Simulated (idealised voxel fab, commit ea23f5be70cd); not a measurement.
A process module follows: voxel ribs on slabs.
Cross-section cut: width 275 nm, square cells of 5 nm.
Cross-sections here: square-cell grids, written as top-down lists of bands, a band being one or more rows of cells.
It is stipulated that each band's entry specify, in nanometres, the height of the top of the band and then that of its bottom, followed by the materials of the band in left-to-right sequence, each together with its width in nanometres. A single material marked by the word "throughout" is understood to fill the band from edge to edge; the word "air" is understood to denote empty space.
Beneath 0, the wafer as received is one material, and that level is where height counting begins. The lowest band goes on downward without a bottom; it is written like "z 0 and below".
With a width like "30 to 40", each row of cells in the band differs from the next by the same amount, the top row carrying the first number and the bottom row the second.
"nothing got changed" -> step changed no cross-section cell.
Basically, "Closed void entries" tells you about the enclosed voids: empty spaces with no open way to the top, 8 cells or bigger, each written width x height at distance, where distance is from the left edge, all in nm.
On a step's line, text after the settings is the simulator commenting on that step.
What "overlay nm" on a step's line means: if the step has a mask, that mask lay this far to the right of its planned place, or, when the value is negative, to the left.

Here's what the planned process steps look like:
| 1 | RECEIVE, material Si |
| 2 | DIRECTIONAL_DEP, material SiO2, thk nm 20 |
| 3 | DIRECTIONAL_DEP, material polySi, thk nm 15 |
| 4 | DIRECTIONAL_DEP, material aC, thk nm 15 |
| 5 | PATTERN, tone cover, mask id RIB, material resist, width nm 15, thk nm 30, overlay nm 0 |
| 6 | DIRECTIONAL_ETCH, etch materials aC, depth nm 15 |
| 7 | STRIP, etch materials resist |
| 8 | DIRECTIONAL_ETCH, etch materials polySi, depth nm 10 |
| 9 | STRIP, etch materials aC |
| 10 | MASKED_ETCH, tone cover, mask id SLAB, width nm 75, etch materials polySi, depth nm 5, overlay nm 0 |
| 11 | FILL_DEP, material SiO2, thk nm 15 |
| 12 | CMP, height nm 45 |
| 13 | DIRECTIONAL_DEP, material W, thk nm 10 |
| 14 | MASKED_ETCH, tone cover, mask id HEATER, width nm 25, etch materials W, depth nm 10, overlay nm 0 |
| 15 | CONFORMAL_DEP, material SiO2, thk nm 5 |

As received (post step 1): cross-section:
z 0 and below  Si throughout
Closed void entries: none

Cross-sectional image of the first of two wafers at the end of the module, the run having proceeded as planned:
z 60 to 55  air=120  SiO2=35  air=120
z 55 to 50  air=120  SiO2=5  W=25  SiO2=5  air=120
z 50 to 45  SiO2=125  W=25  SiO2=125
z 45 to 35  SiO2 throughout
z 35 to 25  SiO2=130  polySi=15  SiO2=130
z 25 to 20  SiO2=100  polySi=75  SiO2=100
z 20 to 0  SiO2 throughout
z 0 and below  Si throughout
Closed void entries: none

Now the second wafer, cross-sectioned at the end of the module. Nothing different at the start, nothing different in the plan compared with the first, just one mistake when it was actually run:
z 60 to 55  air=120  SiO2=35  air=120
z 55 to 50  air=120  SiO2=5  W=25  SiO2=5  air=120
z 50 to 45  SiO2=125  W=25  SiO2=125
z 45 to 15  SiO2 throughout
z 15 to 0  polySi throughout
z 0 and below  Si throughout
Closed void entries: none
Deviation from plan: note: step 2 <-> step 3, run order reversed vs plan
End of process, cell counts, second wafer against first, materials with more or fewer: -144 SiO2; +144 polySi
